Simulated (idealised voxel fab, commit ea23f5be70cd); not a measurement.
process module | voxel trench capacitor
cross-section cut | 285 nm wide | cells 5 nm
A cross-section is a grid of square cells, given in bands from the top down. A band is one or more rows of cells.
Each band's line starts with the height of the band's top and of its bottom, in nm. Then come its materials from left to right, each with its width in nm. One material with "throughout" fills the band from edge to edge. "air" is empty space.
Height 0 is the level under which the wafer as received is all one material. The lowest band goes on downwards, as in "0 down".
A width such as "30 to 40" changes by the same amount from each row of cells to the next, from the band's top row to its bottom row.
"no change" after a step means that no cell of the cross-section changed.
closed voids: empty space of 8 cells or more with no open way to the top, each as width x height at its distance from the left edge, in nm
after a step's settings: what the simulator itself notes on the step
overlay nm, on a step with a mask: how far to the right of its planned place the mask lay; to the left if negative
plan
1 op RECEIVE | material Si
2 op CONFORMAL_DEP | material SiN | thk nm 5
3 op MASKED_ETCH | tone open | mask id TRENCH | width nm 20 | pitch nm 45 | etch materials SiN | depth nm 5 | overlay nm 0
4 op MASKED_ETCH | tone open | mask id TRENCH | width nm 20 | pitch nm 45 | etch materials Si | depth nm 25 | overlay nm 0
5 op CONFORMAL_DEP | material SiO2 | thk nm 5
6 op FILL_DEP | material polySi | thk nm 5
7 op CMP | height nm 5
as received, after step 1
  0 down: Si throughout
  closed voids: none
first wafer at the end, as planned
  5 to 0: SiN 85 | SiO2 5 | polySi 10 | SiO2 5 | SiN 25 | SiO2 5 | polySi 10 | SiO2 5 | SiN 25 | SiO2 5 | polySi 10 | SiO2 5 | SiN 90
  0 to -20: Si 85 | SiO2 5 | polySi 10 | SiO2 5 | Si 25 | SiO2 5 | polySi 10 | SiO2 5 | Si 25 | SiO2 5 | polySi 10 | SiO2 5 | Si 90
  -20 to -25: Si 85 | SiO2 20 | Si 25 | SiO2 20 | Si 25 | SiO2 20 | Si 90
  -25 down: Si throughout
  closed voids: none
second wafer at the end: like start, like plan, one mistake
  5 to 0: SiN 75 | SiO2 20 | SiN 25 | SiO2 20 | SiN 25 | SiO2 20 | SiN 100
  0 to -25: Si 85 | SiO2 10 | Si 35 | SiO2 10 | Si 35 | SiO2 10 | Si 100
  -25 down: Si throughout
  closed voids: none
what went wrong: step 3 ran as: op MASKED_ETCH | tone open | mask id TRENCH | width nm 20 | pitch nm 45 | etch materials SiN | depth nm 5 | overlay nm -10
at the end the second wafer has, in cells: 30 more of Si | 30 fewer of polySi
